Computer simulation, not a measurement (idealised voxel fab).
Process module under the name voxel self aligned contacts
We display cut, a cross-section 290 nm in width whose square cells are each 5 nm.
A cross-section in this document is a grid of square cells, and it is written down as bands, the top band listed before the ones below it; a band is made up of one or more rows of cells.
Heads up on the band format: heights come first, top then bottom, in nm. After that it's the materials left to right, each with its width in nm. A single material flagged "edge to edge" fills the whole band edge to edge, and "blank" means there's empty space there.
Note: height 0 marks the level under which the wafer is uniformly one material as received. Lowest band unbounded below, written "z 0 and below".
The two numbers in a width such as "30 to 40" mark its ends across the band: the first belongs to the top row of cells, the second to the bottom row, and from each row to the next the width moves by the same amount.
Given "left unchanged" for a step, no cell of the cross-section differs between before and after that step.
What "Enclosed void list" gives you is every empty space of 8 cells or more that is cut off from the top. Each appears as width x height at distance, with the distance taken from the left edge and width, height and distance all in nm.
The remark found on a step's line after its settings is issued by the simulator itself and pertains to that step.
The "overlay nm" setting may appear on a step's line; for a step that uses a mask, it gives how far to the right of its planned position the mask lay, and a negative value indicates the left.

### List of planned process steps
1: RECEIVE | material Si
2: OXIDIZE | depth nm 5
3: DIRECTIONAL_DEP | material polySi | thk nm 25
4: DIRECTIONAL_DEP | material SiN | thk nm 20
5: DIRECTIONAL_DEP | material aC | thk nm 10
6: PATTERN | tone cover | mask id GATE | material resist | width nm 25 | pitch nm 60 | thk nm 25 | overlay nm 0
7: DIRECTIONAL_ETCH | etch materials aC | depth nm 10
8: STRIP | etch materials resist
9: DIRECTIONAL_ETCH | etch materials SiN | depth nm 20
10: DIRECTIONAL_ETCH | etch materials polySi | depth nm 25
11: STRIP | etch materials aC
12: CONFORMAL_DEP | material SiN | thk nm 10
13: DIRECTIONAL_ETCH | etch materials SiN | depth nm 10
14: FILL_DEP | material SiO2 | thk nm 20
15: CMP | height nm 55
16: MASKED_ETCH | tone open | mask id CONTACT | width nm 45 | etch materials SiO2 | depth nm 60 | overlay nm -15
17: CONFORMAL_DEP | material TiN | thk nm 5
18: FILL_DEP | material Ru | thk nm 10
19: CMP | height nm 55
20: CONFORMAL_DEP | material SiN | thk nm 5
The plan's step 16 overlay nm is the first wafer's value; the wafers differ in this setting and start identical.

### The as-received cross-section of the first of several wafers corresponds to the state after step 1
	z 0 and below = Si edge to edge
	Enclosed void list: none

### Row per wafer, end-of-module: cell gain (+)/loss (-) by material since the wafer came in, then closed voids
overlay nm -15; +17 Ru; -58 Si; +170 SiN; +486 SiO2; +31 TiN; +50 polySi; Enclosed void list: none
overlay nm -10; +17 Ru; -58 Si; +170 SiN; +486 SiO2; +31 TiN; +50 polySi; Enclosed void list: none
overlay nm -5; +17 Ru; -58 Si; +170 SiN; +486 SiO2; +31 TiN; +50 polySi; Enclosed void list: none
overlay nm 0; +17 Ru; -58 Si; +170 SiN; +486 SiO2; +31 TiN; +50 polySi; Enclosed void list: none
overlay nm 5; +17 Ru; -58 Si; +170 SiN; +486 SiO2; +31 TiN; +50 polySi; Enclosed void list: none
overlay nm 10; +17 Ru; -58 Si; +170 SiN; +486 SiO2; +31 TiN; +50 polySi; Enclosed void list: none
overlay nm 15; +17 Ru; -58 Si; +170 SiN; +486 SiO2; +31 TiN; +50 polySi; Enclosed void list: none
